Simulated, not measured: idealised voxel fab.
Name of the process module below: voxel capacitor over wiring
230 nm wide, 5 nm square cells: that's cross-section cut.
Throughout this document, each cross-section is represented as a grid of square cells and is presented as a sequence of bands enumerated from the top downward, where a band comprises one or more rows of cells.
A band entry consists of two parts. The first gives the height of the band's top and the height of its bottom, in nm. The rest lists the band's materials from left to right, each with its width in nm. A single material labelled with the word "throughout" fills the band from edge to edge, and the word "air" marks empty space.
Note: height 0 marks the level under which the wafer is uniformly one material as received. Lowest band unbounded below, written "from 0 down".
Per-row width for "30 to 40": begins at first number (top row of band), ends at second number (bottom row), increment between rows held constant.
The designation "no modifications", where it is given for a processing step, indicates that no cell of the cross-section was altered in the course of that step.
Voids not open to the top, 8 cells minimum: see "Enclosed void catalog". Written width x height at distance; distance is from the left edge; nm.
If you see something after the settings on a step's line, that's the simulator's own remark about that step.
On any step carrying a mask, the "overlay nm" setting, if present on the step's line, tells how far right of its planned place the mask lay; negative values point to the left.

Listed below are the process steps as planned:
step 1: RECEIVE with material Si
step 2: CONFORMAL_DEP with material SiO2, thk nm 15
step 3: DIRECTIONAL_DEP with material TiN, thk nm 5
step 4: DIRECTIONAL_DEP with material Ru, thk nm 20
step 5: PATTERN with tone cover, mask id METAL_1, material resist, width nm 30, pitch nm 80, thk nm 20, overlay nm 0
step 6: DIRECTIONAL_ETCH with etch materials Ru, depth nm 20
step 7: DIRECTIONAL_ETCH with etch materials TiN, depth nm 5
step 8: STRIP with etch materials resist
step 9: CONFORMAL_DEP with material SiN, thk nm 5
step 10: FILL_DEP with material lowk, thk nm 10
step 11: CMP with height nm 40
step 12: CONFORMAL_DEP with material SiCN, thk nm 5
step 13: DIRECTIONAL_DEP with material lowk, thk nm 15
step 14: MASKED_ETCH with tone open, mask id PLUG_1, width nm 15, etch materials lowk, depth nm 15, overlay nm 0
step 15: MASKED_ETCH with tone open, mask id PLUG_1, width nm 15, etch materials SiCN, depth nm 5, overlay nm 0
step 16: CONFORMAL_DEP with material TiN, thk nm 5
step 17: FILL_DEP with material W, thk nm 5
step 18: CMP with height nm 60
step 19: DIRECTIONAL_DEP with material TiN, thk nm 5
step 20: DIRECTIONAL_DEP with material HfO2, thk nm 5
step 21: DIRECTIONAL_DEP with material TiN, thk nm 5
step 22: PATTERN with tone cover, mask id UPPER_PLATE, material resist, width nm 55, thk nm 20, overlay nm 0
step 23: DIRECTIONAL_ETCH with etch materials TiN, depth nm 5
step 24: DIRECTIONAL_ETCH with etch materials HfO2, depth nm 5
step 25: STRIP with etch materials resist
step 26: DIRECTIONAL_DEP with material aC, thk nm 15
step 27: PATTERN with tone cover, mask id LOWER_PLATE, material resist, width nm 65, thk nm 30, overlay nm 0
step 28: DIRECTIONAL_ETCH with etch materials aC, depth nm 15
step 29: STRIP with etch materials resist
step 30: DIRECTIONAL_ETCH with etch materials TiN, depth nm 5
step 31: STRIP with etch materials aC
step 32: FILL_DEP with material SiO2, thk nm 15
step 33: CMP with height nm 85
step 34: DIRECTIONAL_DEP with material aC, thk nm 10
step 35: PATTERN with tone open, mask id PLUG_2, material resist, width nm 15, thk nm 30, overlay nm 0
step 36: DIRECTIONAL_ETCH with etch materials aC, depth nm 10
step 37: STRIP with etch materials resist
step 38: DIRECTIONAL_ETCH with etch materials SiO2, depth nm 10
step 39: STRIP with etch materials aC
step 40: CONFORMAL_DEP with material TiN, thk nm 5
step 41: FILL_DEP with material W, thk nm 10
step 42: CMP with height nm 85
step 43: CONFORMAL_DEP with material SiCN, thk nm 5

Cross-section of the wafer at receipt, which is the condition after step 1:
- from 0 down = Si throughout
- Enclosed void catalog: none

Module complete, cross-section. Starting point and plan per above. One mistake made in running the module:
- from 90 to 85 = SiCN throughout
- from 85 to 80 = SiO2=85 / TiN=5 / W=5 / TiN=5 / SiO2=130
- from 80 to 70 = SiO2=85 to 75 / TiN=15 to 55 / SiO2=130 to 100
- from 70 to 65 = SiO2=75 / HfO2=55 / SiO2=100
- from 65 to 60 = SiO2=70 / TiN=65 / SiO2=95
- from 60 to 50 = lowk=75 / TiN=5 / W=5 / TiN=5 / lowk=140
- from 50 to 45 = lowk=75 / TiN=15 / lowk=140
- from 45 to 40 = SiCN=75 / TiN=10 / SiCN=145
- from 40 to 20 = lowk=55 / SiN=5 / Ru=30 / SiN=5 / lowk=40 / SiN=5 / Ru=30 / SiN=5 / lowk=55
- from 20 to 15 = SiN=60 / TiN=30 / SiN=50 / TiN=30 / SiN=60
- from 15 to 0 = SiO2 throughout
- from 0 down = Si throughout
- Enclosed void catalog: none
Finding, execution versus plan: for step 15, the planned setting was not used; the step was instead run as MASKED_ETCH with tone open, mask id PLUG_1, width nm 15, etch materials SiCN, depth nm 5, overlay nm -5
